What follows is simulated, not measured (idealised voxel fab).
Documented hereafter: the process module known as voxel transistor to metal.
The width of the displayed cross-section, cut, is 165 nm; its cells are square, with a size of 5 nm.
In this document a cross-section is written as a grid of square cells. It is given as a series of bands, listed from the top down, and a band is one or more rows of cells. It is stipulated that each band's entry specify, in nanometres, the height of the top of the band and then that of its bottom, followed by the materials of the band in left-to-right sequence, each together with its width in nanometres. A single material marked by the word "full width" is understood to fill the band from edge to edge; the word "blank" is understood to denote empty space. A quick word on heights: they are counted from 0, and under that level the wafer as it came to us is one material throughout. The lowest band is different from the rest in having no bottom; it simply continues downward, written as in "0 nm and below". A width such as "30..40" changes by the same amount from each row of cells to the next, from the band's top row to its bottom row. The designation "remained the same", where it is given for a processing step, indicates that no cell of the cross-section was altered in the course of that step. The list in "Enclosed void catalog" covers empty spaces of 8 cells or more that cannot reach the top through any open way, and it gives each as width x height at distance; the distance is from the left edge, and width, height and distance are in nm. Step line, after settings: the simulator's comment on this step. A step's line can hold "overlay nm"; with a mask on that step, the setting says how far right of the planned place the mask lay, while a negative setting says it lay to the left.
### Intended process steps
step 1: op RECEIVE | material Si
step 2: op OXIDIZE | depth nm 5
step 3: op CONFORMAL_DEP | material SiN | thk nm 15
step 4: op DIRECTIONAL_DEP | material aC | thk nm 10
step 5: op PATTERN | tone cover | mask id ACTIVE | material resist | width nm 115 | thk nm 25 | overlay nm 0
step 6: op DIRECTIONAL_ETCH | etch materials aC | depth nm 10
step 7: op STRIP | etch materials resist
step 8: op DIRECTIONAL_ETCH | etch materials SiN | depth nm 15
step 9: op DIRECTIONAL_ETCH | etch materials SiO2 | depth nm 5
step 10: op DIRECTIONAL_ETCH | etch materials Si | depth nm 25
step 11: op STRIP | etch materials aC
step 12: op OXIDIZE | depth nm 5
step 13: op FILL_DEP | material SiO2 | thk nm 15
step 14: op CMP | height nm 15
step 15: op SELECTIVE_ETCH | etch materials SiO2 | depth nm 5
step 16: op STRIP | etch materials SiN
step 17: op SELECTIVE_ETCH | etch materials SiO2 | depth nm 5
step 18: op OXIDIZE | depth nm 5
step 19: op DIRECTIONAL_DEP | material polySi | thk nm 25
step 20: op DIRECTIONAL_DEP | material SiCN | thk nm 15
step 21: op PATTERN | tone cover | mask id GATE | material resist | width nm 35 | thk nm 20 | overlay nm 0
step 22: op DIRECTIONAL_ETCH | etch materials SiCN | depth nm 25
step 23: op DIRECTIONAL_ETCH | etch materials polySi | depth nm 35
step 24: op STRIP | etch materials resist
step 25: op CONFORMAL_DEP | material SiN | thk nm 5
step 26: op DIRECTIONAL_ETCH | etch materials SiN | depth nm 5
step 27: op DIRECTIONAL_ETCH | etch materials SiO2 | depth nm 5
step 28: op DIRECTIONAL_ETCH | etch materials Si | depth nm 15
step 29: op EPI | material pSi | thk nm 5
step 30: op FILL_DEP | material SiO2 | thk nm 10
step 31: op CMP | height nm 20
step 32: op STRIP | etch materials polySi
step 33: op SELECTIVE_ETCH | etch materials SiO2 | depth nm 5
step 34: op CONFORMAL_DEP | material HfO2 | thk nm 5
step 35: op CONFORMAL_DEP | material TiN | thk nm 5
step 36: op FILL_DEP | material W | thk nm 5
step 37: op CMP | height nm 15
step 38: op DIRECTIONAL_DEP | material SiO2 | thk nm 15
step 39: op DIRECTIONAL_DEP | material aC | thk nm 15
step 40: op PATTERN | tone open | mask id CONTACT | material resist | width nm 15 | pitch nm 80 | thk nm 35 | overlay nm 0
step 41: op DIRECTIONAL_ETCH | etch materials aC | depth nm 15
step 42: op STRIP | etch materials resist
step 43: op DIRECTIONAL_ETCH | etch materials SiO2 | depth nm 40
step 44: op STRIP | etch materials aC
step 45: op CONFORMAL_DEP | material TiN | thk nm 5
step 46: op FILL_DEP | material W | thk nm 10
step 47: op CMP | height nm 30
step 48: op CONFORMAL_DEP | material SiCN | thk nm 5
step 49: op DIRECTIONAL_DEP | material lowk | thk nm 20
step 50: op PATTERN | tone open | mask id METAL_1 | material resist | width nm 15 | pitch nm 80 | thk nm 15 | overlay nm 0
step 51: op DIRECTIONAL_ETCH | etch materials lowk | depth nm 20
step 52: op DIRECTIONAL_ETCH | etch materials SiCN | depth nm 5
step 53: op STRIP | etch materials resist
step 54: op CONFORMAL_DEP | material TiN | thk nm 5
step 55: op FILL_DEP | material Cu | thk nm 5
step 56: op CMP | height nm 55
step 57: op CONFORMAL_DEP | material SiCN | thk nm 5
step 58: op DIRECTIONAL_DEP | material SiO2 | thk nm 35
step 59: op PATTERN | tone open | mask id METAL_2 | material resist | width nm 15 | pitch nm 80 | thk nm 20 | overlay nm 0
step 60: op DIRECTIONAL_ETCH | etch materials SiO2 | depth nm 20
step 61: op STRIP | etch materials resist
step 62: op MASKED_ETCH | tone open | mask id METAL_2_HOLES | width nm 15 | pitch nm 80 | etch materials SiO2 | depth nm 15 | overlay nm 0
step 63: op MASKED_ETCH | tone open | mask id METAL_2_HOLES | width nm 15 | pitch nm 80 | etch materials SiCN | depth nm 5 | overlay nm 0
step 64: op CONFORMAL_DEP | material TiN | thk nm 5
step 65: op FILL_DEP | material Ru | thk nm 10
step 66: op CMP | height nm 95
step 67: op CONFORMAL_DEP | material SiCN | thk nm 5
The plan shows the thk nm of step 29 as the first wafer had it; this setting differs between the wafers, which start out alike.
### first wafer as received, after step 1
    0 nm and below = Si full width
    Enclosed void catalog: none
### The following table contains a row per wafer, in which are reported, at the conclusion of the module, the cells of each material gained (+) or lost (-) since the wafer's receipt, with its closed voids given thereafter
thk nm 5 | +8 Cu | +17 HfO2 | +14 Ru | -162 Si | +87 SiCN | +12 SiN | +434 SiO2 | +101 TiN | +23 W | +108 lowk | +18 pSi | Enclosed void catalog: none
thk nm 10 | +8 Cu | +17 HfO2 | +14 Ru | -162 Si | +87 SiCN | +12 SiN | +416 SiO2 | +101 TiN | +23 W | +108 lowk | +36 pSi | Enclosed void catalog: none
thk nm 15 | +8 Cu | +17 HfO2 | +14 Ru | -162 Si | +87 SiCN | +12 SiN | +404 SiO2 | +101 TiN | +17 W | +108 lowk | +54 pSi | Enclosed void catalog: none
thk nm 20 | +8 Cu | +17 HfO2 | +14 Ru | -162 Si | +87 SiCN | +12 SiN | +396 SiO2 | +91 TiN | +15 W | +108 lowk | +74 pSi | Enclosed void catalog: none
thk nm 25 | +8 Cu | +17 HfO2 | +14 Ru | -162 Si | +87 SiCN | +12 SiN | +388 SiO2 | +81 TiN | +13 W | +108 lowk | +94 pSi | Enclosed void catalog: none
thk nm 30 | +8 Cu | +17 HfO2 | +14 Ru | -162 Si | +87 SiCN | +12 SiN | +380 SiO2 | +81 TiN | +13 W | +108 lowk | +102 pSi | Enclosed void catalog: none
